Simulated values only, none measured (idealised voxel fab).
The process module that follows is named voxel wiring stack.
The cross-section shown here is cut; it is 260 nm wide and divided into square cells measuring 5 nm on a side.
Cross-section = grid of square cells, listed top down in bands; band = one or more rows.
Each band's line starts with the height of the band's top and of its bottom, in nm. Then come its materials from left to right, each with its width in nm. One material with "full width" fills the band from edge to edge. "blank" is empty space.
Basically, 0 is our baseline, since under it the wafer straight out of the box is all one material. The bottom band has no lower end and keeps on going down, so it looks like "0 -> down".
A width given as "30..40" starts at the first number in the band's top row and ends at the second number in its bottom row, shifting by an equal amount at every step from row to row.
Take "all unchanged" at face value: in the step it is given for, the cross-section changed in none of its cells.
The entry "Sealed void inventory" lists the empty spaces that cover at least 8 cells and have no open path to the top. Each is written as width x height at distance, where the distance is measured from the left edge and all three values are in nm.
It should be noted that, on the line of a given step, the content following the step's settings is a remark produced by the simulator itself with respect to that step.
Each step line may optionally specify "overlay nm", which for a step with a mask gives the rightward distance between the mask's planned place and where it lay, a negative value indicating the leftward direction.
Layout of what follows: cross-section pairs, each bracketing one process step, the after cross-section shown only to the lowest band that changed, the step between and its settings noted under each pair. Pairs may originate in different runs of this module on the same starting wafer; a pair continues from the pair above only where its entry headed "Before step" says so.

-- Before step
- 115 -> 95 = lowk=85; blank=30; lowk=25; blank=30; lowk=90
- 95 -> 85 = lowk=85; blank=15; lowk=40; blank=15; lowk=105
- 85 -> 80 = SiCN full width
- 80 -> 60 = lowk=85; TiN=5; Cu=20; TiN=5; lowk=25; TiN=5; Cu=20; TiN=5; lowk=90
- 60 -> 55 = SiCN=85; TiN=30; SiCN=25; TiN=30; SiCN=90
- 55 -> 35 = SiO2=85; Ru=15; SiO2=40; Ru=15; SiO2=105
- 35 -> 30 = SiCN=85; Ru=15; SiCN=40; Ru=15; SiCN=105
- 30 -> 25 = TiN=90; Cu=20; TiN=35; Cu=20; TiN=95
- 25 -> 15 = SiO2=85; TiN=5; Cu=20; TiN=5; SiO2=25; TiN=5; Cu=20; TiN=5; SiO2=90
- 15 -> 10 = SiO2=85; TiN=30; SiO2=25; TiN=30; SiO2=90
- 10 -> 0 = SiO2 full width
- 0 -> down = Si full width
- Sealed void inventory: none

-- Cross-Section Thereafter
- 115 -> 95 = lowk=85; blank=30; lowk=25; blank=30; lowk=90
- 95 -> 85 = lowk=85; blank=15; lowk=40; blank=15; lowk=105
- 85 -> 80 = SiCN=85; blank=15; SiCN=40; blank=15; SiCN=105
- Lower than 80, everything is as it was.
- Sealed void inventory: none
Connecting step for the cross-sections above: MASKED_ETCH (tone open; mask id METAL_3; width nm 30; pitch nm 55; etch materials SiCN; depth nm 5; overlay nm 0)

Before step: this step begins from the cross-section that the pair just above shows after its step.

-- Cross-Section Thereafter
- 120 -> 115 = TiN=90; blank=20; TiN=35; blank=20; TiN=95
- 115 -> 100 = lowk=85; TiN=5; blank=20; TiN=5; lowk=25; TiN=5; blank=20; TiN=5; lowk=90
- 100 -> 95 = lowk=85; TiN=5; blank=5; TiN=20; lowk=25; TiN=5; blank=5; TiN=20; lowk=90
- 95 -> 85 = lowk=85; TiN=5; blank=5; TiN=5; lowk=40; TiN=5; blank=5; TiN=5; lowk=105
- 85 -> 80 = SiCN=85; TiN=15; SiCN=40; TiN=15; SiCN=105
- Lower than 80, everything is as it was.
- Sealed void inventory: none
Connecting step for the cross-sections above: CONFORMAL_DEP (material TiN; thk nm 5)

Before step: this step begins from the cross-section that the pair just above shows after its step.

-- Cross-Section Thereafter
- 125 -> 120 = Cu full width
- 120 -> 115 = TiN=90; Cu=20; TiN=35; Cu=20; TiN=95
- 115 -> 100 = lowk=85; TiN=5; Cu=20; TiN=5; lowk=25; TiN=5; Cu=20; TiN=5; lowk=90
- 100 -> 95 = lowk=85; TiN=5; Cu=5; TiN=20; lowk=25; TiN=5; Cu=5; TiN=20; lowk=90
- 95 -> 85 = lowk=85; TiN=5; Cu=5; TiN=5; lowk=40; TiN=5; Cu=5; TiN=5; lowk=105
- Lower than 85, everything is as it was.
- Sealed void inventory: none
Connecting step for the cross-sections above: FILL_DEP (material Cu; thk nm 5)

Before step: this step begins from the cross-section that the pair just above shows after its step.

-- Cross-Section Thereafter
- 115 -> 100 = lowk=85; TiN=5; Cu=20; TiN=5; lowk=25; TiN=5; Cu=20; TiN=5; lowk=90
- Lower than 100, everything is as it was.
- Sealed void inventory: none
Connecting step for the cross-sections above: CMP (height nm 115)

Before step: this step begins from the cross-section that the pair just above shows after its step.

-- Cross-Section Thereafter
- 120 -> 115 = SiCN full width
- Lower than 115, everything is as it was.
- Sealed void inventory: none
Connecting step for the cross-sections above: CONFORMAL_DEP (material SiCN; thk nm 5)

Before step: this step begins from the cross-section that the pair just above shows after its step.

-- Cross-Section Thereafter
- 130 -> 120 = lowk full width
- Lower than 120, everything is as it was.
- Sealed void inventory: none
Connecting step for the cross-sections above: DIRECTIONAL_DEP (material lowk; thk nm 10)

Before step: this step begins from the cross-section that the pair just above shows after its step.

-- Cross-Section Thereafter
- 140 -> 130 = aC full width
- Lower than 130, everything is as it was.
- Sealed void inventory: none
Connecting step for the cross-sections above: DIRECTIONAL_DEP (material aC; thk nm 10)

Before step: this step begins from the cross-section that the pair just above shows after its step.

-- Cross-Section Thereafter
- 165 -> 140 = resist=85; blank=15; resist=160
- Lower than 140, everything is as it was.
- Sealed void inventory: none
Connecting step for the cross-sections above: PATTERN (tone open; mask id PLUG_3; material resist; width nm 15; thk nm 25; overlay nm 0)

Before step: this step begins from the cross-section that the pair just above shows after its step.

-- Cross-Section Thereafter
- 155 -> 140 = resist=85; blank=15; resist=160
- 140 -> 130 = aC=85; blank=15; aC=160
- Lower than 130, everything is as it was.
- Sealed void inventory: none
Connecting step for the cross-sections above: DIRECTIONAL_ETCH (etch materials aC; depth nm 10)

Before step: this step begins from the cross-section that the pair just above shows after its step.

-- Cross-Section Thereafter
- 140 -> 130 = aC=85; blank=15; aC=160
- Lower than 130, everything is as it was.
- Sealed void inventory: none
Connecting step for the cross-sections above: STRIP (etch materials resist)

Before step: this step begins from the cross-section that the pair just above shows after its step.

-- Cross-Section Thereafter
- 140 -> 130 = aC=85; blank=15; aC=160
- 130 -> 120 = lowk=85; blank=15; lowk=160
- Lower than 120, everything is as it was.
- Sealed void inventory: none
Connecting step for the cross-sections above: DIRECTIONAL_ETCH (etch materials lowk; depth nm 10)

Before step: this step begins from the cross-section that the pair just above shows after its step.

-- Cross-Section Thereafter
- 140 -> 130 = aC=85; blank=15; aC=160
- 130 -> 120 = lowk=85; blank=15; lowk=160
- 120 -> 115 = SiCN=85; blank=15; SiCN=160
- Lower than 115, everything is as it was.
- Sealed void inventory: none
Connecting step for the cross-sections above: DIRECTIONAL_ETCH (etch materials SiCN; depth nm 5)

Before step: this step begins from the cross-section that the pair just above shows after its step.

-- Cross-Section Thereafter
- 130 -> 120 = lowk=85; blank=15; lowk=160
- Lower than 120, everything is as it was.
- Sealed void inventory: none
Connecting step for the cross-sections above: STRIP (etch materials aC)

Before step: this step begins from the cross-section that the pair just above shows after its step.

-- Cross-Section Thereafter
- 135 -> 130 = TiN=90; blank=5; TiN=165
- 130 -> 120 = lowk=85; TiN=5; blank=5; TiN=5; lowk=160
- 120 -> 115 = SiCN=85; TiN=15; SiCN=160
- Lower than 115, everything is as it was.
- Sealed void inventory: none
Connecting step for the cross-sections above: CONFORMAL_DEP (material TiN; thk nm 5)

Before step: this step begins from the cross-section that the pair just above shows after its step.

-- Cross-Section Thereafter
- 145 -> 135 = W full width
- 135 -> 130 = TiN=90; W=5; TiN=165
- 130 -> 120 = lowk=85; TiN=5; W=5; TiN=5; lowk=160
- Lower than 120, everything is as it was.
- Sealed void inventory: none
Connecting step for the cross-sections above: FILL_DEP (material W; thk nm 10)

Before step: this step begins from the cross-section that the pair just above shows after its step.

-- Cross-Section Thereafter
- 130 -> 120 = lowk=85; TiN=5; W=5; TiN=5; lowk=160
- Lower than 120, everything is as it was.
- Sealed void inventory: none
Connecting step for the cross-sections above: CMP (height nm 130)

Before step: this step begins from the cross-section that the pair just above shows after its step.

-- Cross-Section Thereafter
- 135 -> 130 = SiN full width
- Lower than 130, everything is as it was.
- Sealed void inventory: none
Connecting step for the cross-sections above: CONFORMAL_DEP (material SiN; thk nm 5)

Before step: this step begins from the cross-section that the pair just above shows after its step.

-- Cross-Section Thereafter
- 160 -> 135 = lowk full width
- Lower than 135, everything is as it was.
- Sealed void inventory: none
Connecting step for the cross-sections above: DIRECTIONAL_DEP (material lowk; thk nm 25)

Before step: this step begins from the cross-section that the pair just above shows after its step.

-- Cross-Section Thereafter
- 160 -> 135 = lowk=85; blank=30; lowk=25; blank=30; lowk=90
- Lower than 135, everything is as it was.
- Sealed void inventory: none
Connecting step for the cross-sections above: MASKED_ETCH (tone open; mask id METAL_4; width nm 30; pitch nm 55; etch materials lowk; depth nm 25; overlay nm 0)

Before step: this step begins from the cross-section that the pair just above shows after its step.

-- Cross-Section Thereafter
- 160 -> 135 = lowk=85; blank=30; lowk=25; blank=30; lowk=90
- 135 -> 130 = SiN=85; blank=30; SiN=25; blank=30; SiN=90
- Lower than 130, everything is as it was.
- Sealed void inventory: none
Connecting step for the cross-sections above: MASKED_ETCH (tone open; mask id METAL_4; width nm 30; pitch nm 55; etch materials SiN; depth nm 5; overlay nm 0)

Before step: this step begins from the cross-section that the pair just above shows after its step.

-- Cross-Section Thereafter
- 165 -> 160 = TiN=90; blank=20; TiN=35; blank=20; TiN=95
- 160 -> 135 = lowk=85; TiN=5; blank=20; TiN=5; lowk=25; TiN=5; blank=20; TiN=5; lowk=90
- 135 -> 130 = SiN=85; TiN=30; SiN=25; TiN=30; SiN=90
- Lower than 130, everything is as it was.
- Sealed void inventory: none
Connecting step for the cross-sections above: CONFORMAL_DEP (material TiN; thk nm 5)

Before step: this step begins from the cross-section that the pair just above shows after its step.

-- Cross-Section Thereafter
- 170 -> 165 = Cu full width
- 165 -> 160 = TiN=90; Cu=20; TiN=35; Cu=20; TiN=95
- 160 -> 135 = lowk=85; TiN=5; Cu=20; TiN=5; lowk=25; TiN=5; Cu=20; TiN=5; lowk=90
- Lower than 135, everything is as it was.
- Sealed void inventory: none
Connecting step for the cross-sections above: FILL_DEP (material Cu; thk nm 5)

Before step: this step begins from the cross-section that the pair just above shows after its step.

-- Cross-Section Thereafter
- 160 -> 135 = lowk=85; TiN=5; Cu=20; TiN=5; lowk=25; TiN=5; Cu=20; TiN=5; lowk=90
- Lower than 135, everything is as it was.
- Sealed void inventory: none
Connecting step for the cross-sections above: CMP (height nm 160)

Before step: this step begins from the cross-section that the pair just above shows after its step.

-- Cross-Section Thereafter
- 165 -> 160 = blank=80; Ru=40; blank=15; Ru=40; blank=85
- Lower than 160, everything is as it was.
- Sealed void inventory: none
Connecting step for the cross-sections above: EPI (material Ru; thk nm 5)

Before step: this step begins from the cross-section that the pair just above shows after its step.

-- Cross-Section Thereafter
- 170 -> 165 = SiCN full width
- 165 -> 160 = SiCN=80; Ru=40; SiCN=15; Ru=40; SiCN=85
- Lower than 160, everything is as it was.
- Sealed void inventory: none
Connecting step for the cross-sections above: FILL_DEP (material SiCN; thk nm 5)

-- Before step
- 55 -> 50 = SiO2=85; blank=15; SiO2=40; blank=15; SiO2=105
- 50 -> 35 = SiO2=85; Ru=15; SiO2=40; Ru=15; SiO2=105
- 35 -> 30 = SiCN=85; Ru=15; SiCN=40; Ru=15; SiCN=105
- 30 -> 15 = SiO2=85; TiN=5; Cu=20; TiN=5; SiO2=25; TiN=5; Cu=20; TiN=5; SiO2=90
- 15 -> 10 = SiCN=85; TiN=30; SiCN=25; TiN=30; SiCN=90
- 10 -> 0 = SiO2 full width
- 0 -> down = Si full width
- Sealed void inventory: none

-- Cross-Section Thereafter
- 60 -> 55 = blank=80; Ru=25; blank=30; Ru=25; blank=100
- 55 -> 35 = SiO2=85; Ru=15; SiO2=40; Ru=15; SiO2=105
- Lower than 35, everything is as it was.
- Sealed void inventory: none
Connecting step for the cross-sections above: EPI (material Ru; thk nm 10)

Before step: this step begins from the cross-section that the pair just above shows after its step.

-- Cross-Section Thereafter
- 65 -> 55 = blank=75; Ru=35; blank=20; Ru=35; blank=95
- Lower than 55, everything is as it was.
- Sealed void inventory: none
Connecting step for the cross-sections above: EPI (material Ru; thk nm 5)

Before step: this step begins from the cross-section that the pair just above shows after its step.

-- Cross-Section Thereafter
- 70 -> 65 = blank=70; SiCN=45; blank=10; SiCN=45; blank=90
- 65 -> 60 = blank=70; SiCN=5; Ru=35; SiCN=5; blank=10; SiCN=5; Ru=35; SiCN=5; blank=90
- 60 -> 55 = SiCN=75; Ru=35; SiCN=20; Ru=35; SiCN=95
- Lower than 55, everything is as it was.
- Sealed void inventory: none
Connecting step for the cross-sections above: CONFORMAL_DEP (material SiCN; thk nm 5)

Before step: this step begins from the cross-section that the pair just above shows after its step.

-- Cross-Section Thereafter
- 90 -> 80 = blank=70; lowk=45; blank=10; lowk=45; blank=90
- 80 -> 70 = lowk full width
- 70 -> 65 = lowk=70; SiCN=45; lowk=10; SiCN=45; lowk=90
- 65 -> 60 = lowk=70; SiCN=5; Ru=35; SiCN=5; lowk=10; SiCN=5; Ru=35; SiCN=5; lowk=90
- Lower than 60, everything is as it was.
- Sealed void inventory: none
Connecting step for the cross-sections above: DIRECTIONAL_DEP (material lowk; thk nm 20)

Before step: this step begins from the cross-section that the pair just above shows after its step.

-- Cross-Section Thereafter
- 110 -> 90 = resist=85; blank=30; resist=25; blank=30; resist=90
- 90 -> 80 = resist=70; lowk=45; resist=10; lowk=45; resist=90
- Lower than 80, everything is as it was.
- Sealed void inventory: none
Connecting step for the cross-sections above: PATTERN (tone open; mask id METAL_2; material resist; width nm 30; pitch nm 55; thk nm 20; overlay nm 0)

Before step: this step begins from the cross-section that the pair just above shows after its step.

-- Cross-Section Thereafter
- 110 -> 90 = resist=85; blank=30; resist=25; blank=30; resist=90
- 90 -> 80 = resist=70; lowk=15; blank=30; resist=10; lowk=15; blank=30; resist=90
- 80 -> 70 = lowk=85; blank=30; lowk=25; blank=30; lowk=90
- Lower than 70, everything is as it was.
- Sealed void inventory: none
Connecting step for the cross-sections above: DIRECTIONAL_ETCH (etch materials lowk; depth nm 20)

Before step: this step begins from the cross-section that the pair just above shows after its step.

-- Cross-Section Thereafter
- 110 -> 90 = resist=85; blank=30; resist=25; blank=30; resist=90
- 90 -> 80 = resist=70; lowk=15; blank=30; resist=10; lowk=15; blank=30; resist=90
- 80 -> 70 = lowk=85; blank=30; lowk=25; blank=30; lowk=90
- 70 -> 65 = lowk=70; SiCN=15; blank=30; lowk=10; SiCN=15; blank=30; lowk=90
- Lower than 65, everything is as it was.
- Sealed void inventory: none
Connecting step for the cross-sections above: DIRECTIONAL_ETCH (etch materials SiCN; depth nm 5)

Before step: this step begins from the cross-section that the pair just above shows after its step.

-- Cross-Section Thereafter
- 90 -> 80 = blank=70; lowk=15; blank=40; lowk=15; blank=120
- Lower than 80, everything is as it was.
- Sealed void inventory: none
Connecting step for the cross-sections above: STRIP (etch materials resist)

Before step: this step begins from the cross-section that the pair just above shows after its step.

-- Cross-Section Thereafter
- 95 -> 90 = blank=65; TiN=25; blank=30; TiN=25; blank=115
- 90 -> 85 = blank=65; TiN=5; lowk=15; TiN=5; blank=30; TiN=5; lowk=15; TiN=5; blank=115
- 85 -> 80 = TiN=70; lowk=15; TiN=5; blank=20; TiN=15; lowk=15; TiN=5; blank=20; TiN=95
- 80 -> 70 = lowk=85; TiN=5; blank=20; TiN=5; lowk=25; TiN=5; blank=20; TiN=5; lowk=90
- 70 -> 65 = lowk=70; SiCN=15; TiN=30; lowk=10; SiCN=15; TiN=30; lowk=90
- Lower than 65, everything is as it was.
- Sealed void inventory: none
Connecting step for the cross-sections above: CONFORMAL_DEP (material TiN; thk nm 5)

Before step: this step begins from the cross-section that the pair just above shows after its step.

-- Cross-Section Thereafter
- 105 -> 95 = Cu full width
- 95 -> 90 = Cu=65; TiN=25; Cu=30; TiN=25; Cu=115
- 90 -> 85 = Cu=65; TiN=5; lowk=15; TiN=5; Cu=30; TiN=5; lowk=15; TiN=5; Cu=115
- 85 -> 80 = TiN=70; lowk=15; TiN=5; Cu=20; TiN=15; lowk=15; TiN=5; Cu=20; TiN=95
- 80 -> 70 = lowk=85; TiN=5; Cu=20; TiN=5; lowk=25; TiN=5; Cu=20; TiN=5; lowk=90
- Lower than 70, everything is as it was.
- Sealed void inventory: none
Connecting step for the cross-sections above: FILL_DEP (material Cu; thk nm 10)

Before step: this step begins from the cross-section that the pair just above shows after its step.

-- Cross-Section Thereafter
- 80 -> 70 = lowk=85; TiN=5; Cu=20; TiN=5; lowk=25; TiN=5; Cu=20; TiN=5; lowk=90
- Lower than 70, everything is as it was.
- Sealed void inventory: none
Connecting step for the cross-sections above: CMP (height nm 80)

Before step: this step begins from the cross-section that the pair just above shows after its step.

-- Cross-Section Thereafter
- 85 -> 80 = SiCN full width
- Lower than 80, everything is as it was.
- Sealed void inventory: none
Connecting step for the cross-sections above: CONFORMAL_DEP (material SiCN; thk nm 5)

Before step: this step begins from the cross-section that the pair just above shows after its step.

-- Cross-Section Thereafter
- 115 -> 85 = lowk full width
- Lower than 85, everything is as it was.
- Sealed void inventory: none
Connecting step for the cross-sections above: DIRECTIONAL_DEP (material lowk; thk nm 30)

Before step: this step begins from the cross-section that the pair just above shows after its step.

-- Cross-Section Thereafter
- 115 -> 85 = lowk=85; blank=15; lowk=40; blank=15; lowk=105
- Lower than 85, everything is as it was.
- Sealed void inventory: none
Connecting step for the cross-sections above: MASKED_ETCH (tone open; mask id METAL_3_HOLES; width nm 15; pitch nm 55; etch materials lowk; depth nm 30; overlay nm 0)

Before step: this step begins from the cross-section that the pair just above shows after its step.

-- Cross-Section Thereafter
- 115 -> 95 = lowk=85; blank=30; lowk=25; blank=30; lowk=90
- Lower than 95, everything is as it was.
- Sealed void inventory: none
Connecting step for the cross-sections above: MASKED_ETCH (tone open; mask id METAL_3; width nm 30; pitch nm 55; etch materials lowk; depth nm 20; overlay nm 0)

Before step: this step begins from the cross-section that the pair just above shows after its step.

-- Cross-Section Thereafter
- 115 -> 95 = lowk=85; blank=30; lowk=25; blank=30; lowk=90
- 95 -> 85 = lowk=85; blank=15; lowk=40; blank=15; lowk=105
- 85 -> 80 = SiCN=85; blank=15; SiCN=40; blank=15; SiCN=105
- Lower than 80, everything is as it was.
- Sealed void inventory: none
Connecting step for the cross-sections above: MASKED_ETCH (tone open; mask id METAL_3; width nm 30; pitch nm 55; etch materials SiCN; depth nm 5; overlay nm 0)

Before step: this step begins from the cross-section that the pair just above shows after its step.

-- Cross-Section Thereafter
- 120 -> 115 = TiN=90; blank=20; TiN=35; blank=20; TiN=95
- 115 -> 100 = lowk=85; TiN=5; blank=20; TiN=5; lowk=25; TiN=5; blank=20; TiN=5; lowk=90
- 100 -> 95 = lowk=85; TiN=5; blank=5; TiN=20; lowk=25; TiN=5; blank=5; TiN=20; lowk=90
- 95 -> 85 = lowk=85; TiN=5; blank=5; TiN=5; lowk=40; TiN=5; blank=5; TiN=5; lowk=105
- 85 -> 80 = SiCN=85; TiN=15; SiCN=40; TiN=15; SiCN=105
- Lower than 80, everything is as it was.
- Sealed void inventory: none
Connecting step for the cross-sections above: CONFORMAL_DEP (material TiN; thk nm 5)

Before step: this step begins from the cross-section that the pair just above shows after its step.

-- Cross-Section Thereafter
- 125 -> 120 = Cu full width
- 120 -> 115 = TiN=90; Cu=20; TiN=35; Cu=20; TiN=95
- 115 -> 100 = lowk=85; TiN=5; Cu=20; TiN=5; lowk=25; TiN=5; Cu=20; TiN=5; lowk=90
- 100 -> 95 = lowk=85; TiN=5; Cu=5; TiN=20; lowk=25; TiN=5; Cu=5; TiN=20; lowk=90
- 95 -> 85 = lowk=85; TiN=5; Cu=5; TiN=5; lowk=40; TiN=5; Cu=5; TiN=5; lowk=105
- Lower than 85, everything is as it was.
- Sealed void inventory: none
Connecting step for the cross-sections above: FILL_DEP (material Cu; thk nm 5)

Before step: this step begins from the cross-section that the pair just above shows after its step.

-- Cross-Section Thereafter
- 115 -> 100 = lowk=85; TiN=5; Cu=20; TiN=5; lowk=25; TiN=5; Cu=20; TiN=5; lowk=90
- Lower than 100, everything is as it was.
- Sealed void inventory: none
Connecting step for the cross-sections above: CMP (height nm 115)

Before step: this step begins from the cross-section that the pair just above shows after its step.

-- Cross-Section Thereafter
- 120 -> 115 = SiCN full width
- Lower than 115, everything is as it was.
- Sealed void inventory: none
Connecting step for the cross-sections above: CONFORMAL_DEP (material SiCN; thk nm 5)

Before step: this step begins from the cross-section that the pair just above shows after its step.

-- Cross-Section Thereafter
- 130 -> 120 = lowk full width
- Lower than 120, everything is as it was.
- Sealed void inventory: none
Connecting step for the cross-sections above: DIRECTIONAL_DEP (material lowk; thk nm 10)

Before step: this step begins from the cross-section that the pair just above shows after its step.

-- Cross-Section Thereafter
- 140 -> 130 = aC full width
- Lower than 130, everything is as it was.
- Sealed void inventory: none
Connecting step for the cross-sections above: DIRECTIONAL_DEP (material aC; thk nm 10)

Before step: this step begins from the cross-section that the pair just above shows after its step.

-- Cross-Section Thereafter
- 165 -> 140 = resist=85; blank=15; resist=160
- Lower than 140, everything is as it was.
- Sealed void inventory: none
Connecting step for the cross-sections above: PATTERN (tone open; mask id PLUG_3; material resist; width nm 15; thk nm 25; overlay nm 0)

Before step: this step begins from the cross-section that the pair just above shows after its step.

-- Cross-Section Thereafter
- 155 -> 140 = resist=85; blank=15; resist=160
- 140 -> 130 = aC=85; blank=15; aC=160
- Lower than 130, everything is as it was.
- Sealed void inventory: none
Connecting step for the cross-sections above: DIRECTIONAL_ETCH (etch materials aC; depth nm 10)

Before step: this step begins from the cross-section that the pair just above shows after its step.

-- Cross-Section Thereafter
- 140 -> 130 = aC=85; blank=15; aC=160
- Lower than 130, everything is as it was.
- Sealed void inventory: none
Connecting step for the cross-sections above: STRIP (etch materials resist)

Before step: this step begins from the cross-section that the pair just above shows after its step.

-- Cross-Section Thereafter
- 140 -> 130 = aC=85; blank=15; aC=160
- 130 -> 120 = lowk=85; blank=15; lowk=160
- Lower than 120, everything is as it was.
- Sealed void inventory: none
Connecting step for the cross-sections above: DIRECTIONAL_ETCH (etch materials lowk; depth nm 10)

Before step: this step begins from the cross-section that the pair just above shows after its step.

-- Cross-Section Thereafter
- 140 -> 130 = aC=85; blank=15; aC=160
- 130 -> 120 = lowk=85; blank=15; lowk=160
- 120 -> 115 = SiCN=85; blank=15; SiCN=160
- Lower than 115, everything is as it was.
- Sealed void inventory: none
Connecting step for the cross-sections above: DIRECTIONAL_ETCH (etch materials SiCN; depth nm 5)

Before step: this step begins from the cross-section that the pair just above shows after its step.

-- Cross-Section Thereafter
- 130 -> 120 = lowk=85; blank=15; lowk=160
- Lower than 120, everything is as it was.
- Sealed void inventory: none
Connecting step for the cross-sections above: STRIP (etch materials aC)

Before step: this step begins from the cross-section that the pair just above shows after its step.

-- Cross-Section Thereafter
- 135 -> 130 = TiN=90; blank=5; TiN=165
- 130 -> 120 = lowk=85; TiN=5; blank=5; TiN=5; lowk=160
- 120 -> 115 = SiCN=85; TiN=15; SiCN=160
- Lower than 115, everything is as it was.
- Sealed void inventory: none
Connecting step for the cross-sections above: CONFORMAL_DEP (material TiN; thk nm 5)

Before step: this step begins from the cross-section that the pair just above shows after its step.

-- Cross-Section Thereafter
- 145 -> 135 = W full width
- 135 -> 130 = TiN=90; W=5; TiN=165
- 130 -> 120 = lowk=85; TiN=5; W=5; TiN=5; lowk=160
- Lower than 120, everything is as it was.
- Sealed void inventory: none
Connecting step for the cross-sections above: FILL_DEP (material W; thk nm 10)

Before step: this step begins from the cross-section that the pair just above shows after its step.

-- Cross-Section Thereafter
- 130 -> 120 = lowk=85; TiN=5; W=5; TiN=5; lowk=160
- Lower than 120, everything is as it was.
- Sealed void inventory: none
Connecting step for the cross-sections above: CMP (height nm 130)

Before step: this step begins from the cross-section that the pair just above shows after its step.

-- Cross-Section Thereafter
- 135 -> 130 = SiN full width
- Lower than 130, everything is as it was.
- Sealed void inventory: none
Connecting step for the cross-sections above: CONFORMAL_DEP (material SiN; thk nm 5)

Before step: this step begins from the cross-section that the pair just above shows after its step.

-- Cross-Section Thereafter
- 160 -> 135 = lowk full width
- Lower than 135, everything is as it was.
- Sealed void inventory: none
Connecting step for the cross-sections above: DIRECTIONAL_DEP (material lowk; thk nm 25)

Before step: this step begins from the cross-section that the pair just above shows after its step.

-- Cross-Section Thereafter
- 160 -> 135 = lowk=85; blank=30; lowk=25; blank=30; lowk=90
- Lower than 135, everything is as it was.
- Sealed void inventory: none
Connecting step for the cross-sections above: MASKED_ETCH (tone open; mask id METAL_4; width nm 30; pitch nm 55; etch materials lowk; depth nm 25; overlay nm 0)

Before step: this step begins from the cross-section that the pair just above shows after its step.

-- Cross-Section Thereafter
- 160 -> 135 = lowk=85; blank=30; lowk=25; blank=30; lowk=90
- 135 -> 130 = SiN=85; blank=30; SiN=25; blank=30; SiN=90
- Lower than 130, everything is as it was.
- Sealed void inventory: none
Connecting step for the cross-sections above: MASKED_ETCH (tone open; mask id METAL_4; width nm 30; pitch nm 55; etch materials SiN; depth nm 5; overlay nm 0)

Before step: this step begins from the cross-section that the pair just above shows after its step.

-- Cross-Section Thereafter
- 165 -> 160 = TiN=90; blank=20; TiN=35; blank=20; TiN=95
- 160 -> 135 = lowk=85; TiN=5; blank=20; TiN=5; lowk=25; TiN=5; blank=20; TiN=5; lowk=90
- 135 -> 130 = SiN=85; TiN=30; SiN=25; TiN=30; SiN=90
- Lower than 130, everything is as it was.
- Sealed void inventory: none
Connecting step for the cross-sections above: CONFORMAL_DEP (material TiN; thk nm 5)

Before step: this step begins from the cross-section that the pair just above shows after its step.

-- Cross-Section Thereafter
- 170 -> 165 = Cu full width
- 165 -> 160 = TiN=90; Cu=20; TiN=35; Cu=20; TiN=95
- 160 -> 135 = lowk=85; TiN=5; Cu=20; TiN=5; lowk=25; TiN=5; Cu=20; TiN=5; lowk=90
- Lower than 135, everything is as it was.
- Sealed void inventory: none
Connecting step for the cross-sections above: FILL_DEP (material Cu; thk nm 5)

Before step: this step begins from the cross-section that the pair just above shows after its step.

-- Cross-Section Thereafter
- 160 -> 135 = lowk=85; TiN=5; Cu=20; TiN=5; lowk=25; TiN=5; Cu=20; TiN=5; lowk=90
- Lower than 135, everything is as it was.
- Sealed void inventory: none
Connecting step for the cross-sections above: CMP (height nm 160)

Before step: this step begins from the cross-section that the pair just above shows after its step.

-- Cross-Section Thereafter
- 165 -> 160 = blank=80; Ru=40; blank=15; Ru=40; blank=85
- Lower than 160, everything is as it was.
- Sealed void inventory: none
Connecting step for the cross-sections above: EPI (material Ru; thk nm 5)

Before step: this step begins from the cross-section that the pair just above shows after its step.

-- Cross-Section Thereafter
- 170 -> 165 = SiCN full width
- 165 -> 160 = SiCN=80; Ru=40; SiCN=15; Ru=40; SiCN=85
- Lower than 160, everything is as it was.
- Sealed void inventory: none
Connecting step for the cross-sections above: FILL_DEP (material SiCN; thk nm 5)

-- Before step
- 130 -> 120 = lowk=85; TiN=5; W=5; TiN=5; lowk=160
- 120 -> 115 = SiCN=85; TiN=15; SiCN=160
- 115 -> 100 = lowk=85; TiN=5; Cu=20; TiN=5; lowk=25; TiN=5; Cu=20; TiN=5; lowk=90
- 100 -> 95 = lowk=85; TiN=5; Cu=5; TiN=20; lowk=25; TiN=5; Cu=5; TiN=20; lowk=90
- 95 -> 85 = lowk=85; TiN=5; Cu=5; TiN=5; lowk=40; TiN=5; Cu=5; TiN=5; lowk=105
- 85 -> 80 = SiCN=85; TiN=15; SiCN=40; TiN=15; SiCN=105
- 80 -> 60 = lowk=85; TiN=5; Cu=20; TiN=5; lowk=25; TiN=5; Cu=20; TiN=5; lowk=90
- 60 -> 55 = SiCN=85; TiN=30; SiCN=25; TiN=30; SiCN=90
- 55 -> 35 = SiO2=85; Ru=15; SiO2=40; Ru=15; SiO2=105
- 35 -> 30 = SiCN=85; Ru=15; SiCN=40; Ru=15; SiCN=105
- 30 -> 15 = SiO2=85; TiN=5; Cu=20; TiN=5; SiO2=25; TiN=5; Cu=20; TiN=5; SiO2=90
- 15 -> 10 = SiCN=85; TiN=30; SiCN=25; TiN=30; SiCN=90
- 10 -> 0 = SiO2 full width
- 0 -> down = Si full width
- Sealed void inventory: none

-- Cross-Section Thereafter
- 155 -> 130 = lowk full width
- Lower than 130, everything is as it was.
- Sealed void inventory: none
Connecting step for the cross-sections above: DIRECTIONAL_DEP (material lowk; thk nm 25)

Before step: this step begins from the cross-section that the pair just above shows after its step.

-- Cross-Section Thereafter
- 160 -> 155 = SiN full width
- Lower than 155, everything is as it was.
- Sealed void inventory: none
Connecting step for the cross-sections above: CONFORMAL_DEP (material SiN; thk nm 5)

Before step: this step begins from the cross-section that the pair just above shows after its step.

-- Cross-Section Thereafter
- 160 -> 155 = SiN=85; blank=30; SiN=25; blank=30; SiN=90
- Lower than 155, everything is as it was.
- Sealed void inventory: none
Connecting step for the cross-sections above: MASKED_ETCH (tone open; mask id METAL_4; width nm 30; pitch nm 55; etch materials SiN; depth nm 5; overlay nm 0)

Before step: this step begins from the cross-section that the pair just above shows after its step.

-- Cross-Section Thereafter
- 165 -> 160 = TiN=90; blank=20; TiN=35; blank=20; TiN=95
- 160 -> 155 = SiN=85; TiN=30; SiN=25; TiN=30; SiN=90
- Lower than 155, everything is as it was.
- Sealed void inventory: none
Connecting step for the cross-sections above: CONFORMAL_DEP (material TiN; thk nm 5)

Before step: this step begins from the cross-section that the pair just above shows after its step.

-- Cross-Section Thereafter
- 170 -> 165 = Cu full width
- 165 -> 160 = TiN=90; Cu=20; TiN=35; Cu=20; TiN=95
- Lower than 160, everything is as it was.
- Sealed void inventory: none
Connecting step for the cross-sections above: FILL_DEP (material Cu; thk nm 5)

Before step: this step begins from the cross-section that the pair just above shows after its step.

-- Cross-Section Thereafter
- 160 -> 155 = SiN=85; TiN=30; SiN=25; TiN=30; SiN=90
- Lower than 155, everything is as it was.
- Sealed void inventory: none
Connecting step for the cross-sections above: CMP (height nm 160)
